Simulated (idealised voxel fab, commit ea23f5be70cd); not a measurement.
This section sets out a process module, namely voxel fin reveal.
Section shown: cut. Width: 265 nm. Cell size: 5 nm, square.
Format of a cross-section: grid, square cells. Given as bands. Order: top down. Band: one or more rows of cells.
Within each band entry, the heights of the top and of the bottom of the band appear first, in that order and in nm; the materials of the band then follow from left to right, each with its corresponding width in nm. The designation "full width" on a single material indicates that it fills the band from edge to edge; the designation "empty" indicates empty space.
A quick word on heights: they are counted from 0, and under that level the wafer as it came to us is one material throughout. The lowest band is different from the rest in having no bottom; it simply continues downward, written as in "0 down".
A two-number width, for instance "30 to 40", indicates that the width is equal to the first number in the top row of the band and to the second number in the bottom row, and that it changes by a constant amount per row of cells.
For the purposes of this document, the phrase "no modification" attached to a step denotes that no cell within the cross-section was modified by that step.
"Sealed-off cavities" lists enclosed empty spaces (at least 8 cells, no open path upward to the top), each as width x height at distance from the left edge, in nm.
That trailing text on a step's line, after the settings, is the simulator's own remark on the step.
Regarding "overlay nm": on a step with a mask, it is the distance the mask lay to the right of its planned place; a negative value places it to the left.
Process steps foreseen in the plan
1: RECEIVE,material Si
2: CONFORMAL_DEP,material SiN,thk nm 5
3: MASKED_ETCH,tone cover,mask id FINS,width nm 15,pitch nm 35,etch materials SiN,depth nm 5,overlay nm 0
4: MASKED_ETCH,tone cover,mask id FINS,width nm 15,pitch nm 35,etch materials Si,depth nm 30,overlay nm 0
5: OXIDIZE,depth nm 5
6: FILL_DEP,material SiO2,thk nm 10
7: CMP,height nm 5
8: SELECTIVE_ETCH,etch materials SiO2,depth nm 15
9: STRIP,etch materials SiN
10: CONFORMAL_DEP,material SiO2,thk nm 5
So, the first of our two wafers, run just as we planned it
So this is the incoming wafer in cross-section - it's already been through step 1
- 0 down = Si full width
- Sealed-off cavities: none
Once step 2 is through, the wafer looks like this in cross-section
- 5 to 0 = SiN full width
- Nothing below the height 0 has changed.
Once step 3 is through, the wafer looks like this in cross-section
- 5 to 0 = 105 empty; 15 SiN; 20 empty; 15 SiN; 110 empty
- Nothing below the height 0 has changed.
Once step 4 is through, the wafer looks like this in cross-section
- 5 to 0 = 105 empty; 15 SiN; 20 empty; 15 SiN; 110 empty
- 0 to -30 = 105 empty; 15 Si; 20 empty; 15 Si; 110 empty
- Nothing below the height -30 has changed.
Once step 5 is through, the wafer looks like this in cross-section
- 5 to 0 = 105 empty; 15 SiN; 20 empty; 15 SiN; 110 empty
- 0 to -30 = 105 empty; 5 SiO2; 5 Si; 5 SiO2; 20 empty; 5 SiO2; 5 Si; 5 SiO2; 110 empty
- -30 to -35 = 110 SiO2; 5 Si; 30 SiO2; 5 Si; 115 SiO2
- Nothing below the height -35 has changed.
Once step 6 is through, the wafer looks like this in cross-section
- 15 to 5 = SiO2 full width
- 5 to 0 = 105 SiO2; 15 SiN; 20 SiO2; 15 SiN; 110 SiO2
- 0 to -35 = 110 SiO2; 5 Si; 30 SiO2; 5 Si; 115 SiO2
- Nothing below the height -35 has changed.
Once step 7 is through, the wafer looks like this in cross-section
- 5 to 0 = 105 SiO2; 15 SiN; 20 SiO2; 15 SiN; 110 SiO2
- Nothing below the height 0 has changed.
Once step 8 is through, the wafer looks like this in cross-section
- 5 to 0 = 105 empty; 15 SiN; 20 empty; 15 SiN; 110 empty
- 0 to -10 = 110 empty; 5 Si; 30 empty; 5 Si; 115 empty
- Nothing below the height -10 has changed.
Once step 9 is through, the wafer looks like this in cross-section
- 0 to -10 = 110 empty; 5 Si; 30 empty; 5 Si; 115 empty
- Nothing below the height -10 has changed.
Once step 10 is through, the wafer looks like this in cross-section
- 5 to 0 = 105 empty; 15 SiO2; 20 empty; 15 SiO2; 110 empty
- 0 to -5 = 105 empty; 5 SiO2; 5 Si; 5 SiO2; 20 empty; 5 SiO2; 5 Si; 5 SiO2; 110 empty
- -5 to -35 = 110 SiO2; 5 Si; 30 SiO2; 5 Si; 115 SiO2
- Nothing below the height -35 has changed.
It is to be noted that the second wafer proceeded from the same initial state and according to the same plan as the first, although one mistake was committed in its execution; through step 1, inclusive, the two wafers share an identical history
X-section, second wafer, when step 2 was due to finish: no modification
X-section, second wafer, when step 3 was due to finish: no modification
X-section, second wafer, when step 4 was due to finish
- 0 to -30 = 105 empty; 15 Si; 20 empty; 15 Si; 110 empty
- Nothing below the height -30 has changed.
X-section, second wafer, when step 5 was due to finish
- 0 to -5 = 105 empty; 15 SiO2; 20 empty; 15 SiO2; 110 empty
- -5 to -30 = 105 empty; 5 SiO2; 5 Si; 5 SiO2; 20 empty; 5 SiO2; 5 Si; 5 SiO2; 110 empty
- -30 to -35 = 110 SiO2; 5 Si; 30 SiO2; 5 Si; 115 SiO2
- Nothing below the height -35 has changed.
X-section, second wafer, when step 6 was due to finish
- 10 to -5 = SiO2 full width
- -5 to -35 = 110 SiO2; 5 Si; 30 SiO2; 5 Si; 115 SiO2
- Nothing below the height -35 has changed.
X-section, second wafer, when step 7 was due to finish
- 5 to -5 = SiO2 full width
- Nothing below the height -5 has changed.
X-section, second wafer, when step 8 was due to finish
- -5 to -10 = 110 empty; 5 Si; 30 empty; 5 Si; 115 empty
- Nothing below the height -10 has changed.
X-section, second wafer, when step 9 was due to finish: no modification
X-section, second wafer, when step 10 was due to finish
- 0 to -5 = 105 empty; 15 SiO2; 20 empty; 15 SiO2; 110 empty
- -5 to -35 = 110 SiO2; 5 Si; 30 SiO2; 5 Si; 115 SiO2
- Nothing below the height -35 has changed.
The mistake made against the process plan was this: plan step 2: skipped, not run
at the end the second wafer has, in cells: Si -2, SiO2 -4
